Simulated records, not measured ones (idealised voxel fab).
The following process module bears the name voxel gate over fins.
Xsec cut, 175 nm wide, square cell size 5 nm.
Throughout this document, each cross-section is represented as a grid of square cells and is presented as a sequence of bands enumerated from the top downward, where a band comprises one or more rows of cells.
A band entry consists of two parts. The first gives the height of the band's top and the height of its bottom, in nm. The rest lists the band's materials from left to right, each with its width in nm. A single material labelled with the word "edge to edge" fills the band from edge to edge, and the word "blank" marks empty space.
Basically, 0 is our baseline, since under it the wafer straight out of the box is all one material. The bottom band has no lower end and keeps on going down, so it looks like "0 down".
It should be noted that a width expressed as "30->40" varies in equal increments from row to row of cells within the band, taking the value of the first number at the top row and that of the second number at the bottom row.
"no modification" after a step means that no cell of the cross-section changed.
Sealed internal voids: empty space of 8 cells or more with no open way to the top, each as width x height at its distance from the left edge, in nm
Whatever follows a step's settings on its line is a remark the simulator itself makes about that step.
Each step line may optionally specify "overlay nm", which for a step with a mask gives the rightward distance between the mask's planned place and where it lay, a negative value indicating the leftward direction.
[plan]
1 op RECEIVE | material Si
2 op CONFORMAL_DEP | material SiN | thk nm 10
3 op MASKED_ETCH | tone cover | mask id FINS | width nm 15 | pitch nm 45 | etch materials SiN | depth nm 10 | overlay nm 0
4 op MASKED_ETCH | tone cover | mask id FINS | width nm 15 | pitch nm 45 | etch materials Si | depth nm 30 | overlay nm 0
5 op OXIDIZE | depth nm 5
6 op FILL_DEP | material SiO2 | thk nm 5
7 op CMP | height nm 10
8 op SELECTIVE_ETCH | etch materials SiO2 | depth nm 20
9 op STRIP | etch materials SiN
10 op CONFORMAL_DEP | material HfO2 | thk nm 5
11 op CONFORMAL_DEP | material TiN | thk nm 5
12 op CONFORMAL_DEP | material TiAl | thk nm 5
13 op CONFORMAL_DEP | material TiN | thk nm 5
14 op FILL_DEP | material W | thk nm 10
15 op CMP | height nm 25
16 op CONFORMAL_DEP | material SiCN | thk nm 5
[as received, after step 1]
* 0 down  Si edge to edge
* Sealed internal voids: none
[Final wafer profile in cross-section after the module, from the same start and plan as above, with one mistake made during processing]
* 30 to 25  SiCN edge to edge
* 25 to 15  W edge to edge
* 15 to 10  W (25) | TiN (35) | W (10) | TiN (35) | W (10) | TiN (35) | W (25)
* 10 to 5  W (25) | TiN (5) | TiAl (25) | TiN (5) | W (10) | TiN (5) | TiAl (25) | TiN (5) | W (10) | TiN (5) | TiAl (25) | TiN (5) | W (25)
* 5 to 0  TiN (30) | TiAl (5) | TiN (15) | TiAl (5) | TiN (20) | TiAl (5) | TiN (15) | TiAl (5) | TiN (20) | TiAl (5) | TiN (15) | TiAl (5) | TiN (30)
* 0 to -5  TiAl (35) | TiN (5) | Si (5) | TiN (5) | TiAl (30) | TiN (5) | Si (5) | TiN (5) | TiAl (30) | TiN (5) | Si (5) | TiN (5) | TiAl (35)
* -5 to -10  TiN (40) | Si (5) | TiN (40) | Si (5) | TiN (40) | Si (5) | TiN (40)
* -10 to -35  SiO2 (40) | Si (5) | SiO2 (40) | Si (5) | SiO2 (40) | Si (5) | SiO2 (40)
* -35 down  Si edge to edge
* Sealed internal voids: none
Error vs. plan: step 10 in the plan did not get run; it was skipped
